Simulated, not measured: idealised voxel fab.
This is a process module. Its name is voxel fin reveal.
Cross-section cut spans 215 nm and uses square cells 5 nm in size.
Cross-sections here: square-cell grids, written as top-down lists of bands, a band being one or more rows of cells.
Look at the band entry: it leads with the top's height and the bottom's height in nm. Then it lists the materials left to right, with a width in nm for each. The word "all across" on a single material says that material fills the band edge to edge. The word "blank" is empty space.
Height datum 0, below which the as-received substrate wafer is one material. Lowest band open at the bottom, running downward: "0 nm and below".
Read "30 to 40" as a graded width: first number on top, second number at the bottom, same change between each pair of neighbouring rows.
Take "no alteration" at face value: in the step it is given for, the cross-section changed in none of its cells.
"Fully enclosed voids" contains a list of empty spaces, each no smaller than 8 cells and without an open way to the top, written in the form width x height at distance with the distance from the left edge and all three in nm.
Anything after a step's settings on that line? It's the simulator's own note about the step.
Steps that use a mask can have "overlay nm" on their line. It says how far the mask sat to the right of where it was meant to be. Negative means to the left.

# List of planned process steps
| 1 | RECEIVE [material Si] |
| 2 | CONFORMAL_DEP [material SiN] [thk nm 10] |
| 3 | MASKED_ETCH [tone cover] [mask id FINS] [width nm 15] [pitch nm 45] [etch materials SiN] [depth nm 10] [overlay nm 0] |
| 4 | MASKED_ETCH [tone cover] [mask id FINS] [width nm 15] [pitch nm 45] [etch materials Si] [depth nm 30] [overlay nm 0] |
| 5 | OXIDIZE [depth nm 5] |
| 6 | FILL_DEP [material SiO2] [thk nm 15] |
| 7 | CMP [height nm 10] |
| 8 | SELECTIVE_ETCH [etch materials SiO2] [depth nm 20] |
| 9 | STRIP [etch materials SiN] |

# Wafer at receipt (post step 1), cross-section
	0 nm and below  Si all across
	Fully enclosed voids: none

# What the wafer looks like in cross-section after this module, when it starts as shown above and follows the plan above but one mistake is made in running it
	0 nm to -10 nm  blank=80 / Si=5 / blank=40 / Si=5 / blank=85
	-10 nm to -20 nm  SiO2=55 / blank=25 / Si=5 / blank=40 / Si=5 / blank=25 / SiO2=60
	-20 nm to -35 nm  SiO2=80 / Si=5 / SiO2=40 / Si=5 / SiO2=85
	-35 nm and below  Si all across
	Fully enclosed voids: none
The plan and the run diverged here: steps 8 and 9: order swapped relative to plan
